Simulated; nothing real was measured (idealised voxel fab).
Title: Process Module voxel capacitor over wiring
The cross-section shown here is cut; it is 215 nm wide and divided into square cells measuring 5 nm on a side.
Reading order for cross-sections: top band down to bottom band. Underlying form: a grid of square cells. Band size: one or more rows of cells.
Band entry format. Leading values: height of top, height of bottom, nm. Remainder: materials in left-to-right order, each with its width in nm. Special words: "everywhere" on a single material, which then fills the band edge to edge; "empty", empty space.
Measure heights from 0. That's the level where, below it, the as-received wafer is all one material. The lowest band is bottomless and extends downward; write it as in "0 -> down".
A width such as "30->40" changes by the same amount from each row of cells to the next, from the band's top row to its bottom row.
Reading "nothing different" for a step: not a cell of the cross-section changed in it.
Unvented cavities: empty space of 8 cells or more with no open way to the top, each as width x height at its distance from the left edge, in nm
Past the settings on a step's line: simulator remark, on that step.
A step line may carry the setting "overlay nm", which, for steps involving a mask, states the distance by which the mask lay to the right of its intended position; negative values denote displacement to the left.

**So here's the lineup of process steps we planned**
1 RECEIVE,material Si
2 CONFORMAL_DEP,material SiO2,thk nm 15
3 DIRECTIONAL_DEP,material TiN,thk nm 5
4 DIRECTIONAL_DEP,material W,thk nm 20
5 MASKED_ETCH,tone cover,mask id METAL_1,width nm 20,pitch nm 90,etch materials W,depth nm 20,overlay nm 0
6 MASKED_ETCH,tone cover,mask id METAL_1,width nm 20,pitch nm 90,etch materials TiN,depth nm 5,overlay nm 0
7 FILL_DEP,material SiO2,thk nm 10
8 CMP,height nm 40
9 CONFORMAL_DEP,material SiCN,thk nm 5
10 DIRECTIONAL_DEP,material SiO2,thk nm 15
11 MASKED_ETCH,tone open,mask id PLUG_1,width nm 15,etch materials SiO2,depth nm 15,overlay nm 0
12 MASKED_ETCH,tone open,mask id PLUG_1,width nm 15,etch materials SiCN,depth nm 5,overlay nm 0
13 CONFORMAL_DEP,material TiN,thk nm 5
14 FILL_DEP,material Ru,thk nm 5
15 CMP,height nm 60
16 DIRECTIONAL_DEP,material TiN,thk nm 5
17 DIRECTIONAL_DEP,material HfO2,thk nm 5
18 DIRECTIONAL_DEP,material TiN,thk nm 5
19 PATTERN,tone cover,mask id UPPER_PLATE,material resist,width nm 75,thk nm 20,overlay nm 0
20 DIRECTIONAL_ETCH,etch materials TiN,depth nm 5
21 DIRECTIONAL_ETCH,etch materials HfO2,depth nm 5
22 STRIP,etch materials resist
23 MASKED_ETCH,tone cover,mask id LOWER_PLATE,width nm 85,etch materials TiN,depth nm 5,overlay nm 0
24 FILL_DEP,material SiO2,thk nm 15
25 CMP,height nm 85
26 MASKED_ETCH,tone open,mask id PLUG_2,width nm 15,etch materials SiO2,depth nm 10,overlay nm 0
27 CONFORMAL_DEP,material TiN,thk nm 5
28 FILL_DEP,material W,thk nm 10
29 CMP,height nm 85
30 CONFORMAL_DEP,material SiN,thk nm 5

**Shown in cross-section is the wafer as received, that is, as it stands after step 1**
0 -> down  Si everywhere
Unvented cavities: none

**Cross-section at module end, one run error; start and plan unchanged from above**
90 -> 85  SiN everywhere
85 -> 80  SiO2 65, TiN 5, W 5, TiN 5, SiO2 135
80 -> 70  SiO2 65->55, TiN 15->75, SiO2 135->85
70 -> 65  SiO2 55, HfO2 75, SiO2 85
65 -> 60  SiO2 50, TiN 85, SiO2 80
60 -> 55  SiCN 55, TiN 15, SiCN 145
55 -> 40  SiO2 everywhere
40 -> 20  SiO2 50, W 20, SiO2 70, W 20, SiO2 55
20 -> 15  SiO2 50, TiN 20, SiO2 70, TiN 20, SiO2 55
15 -> 0  SiO2 everywhere
0 -> down  Si everywhere
Unvented cavities: none
Processing error: the run placed steps 9 and 10 each in the position the plan gave to the other
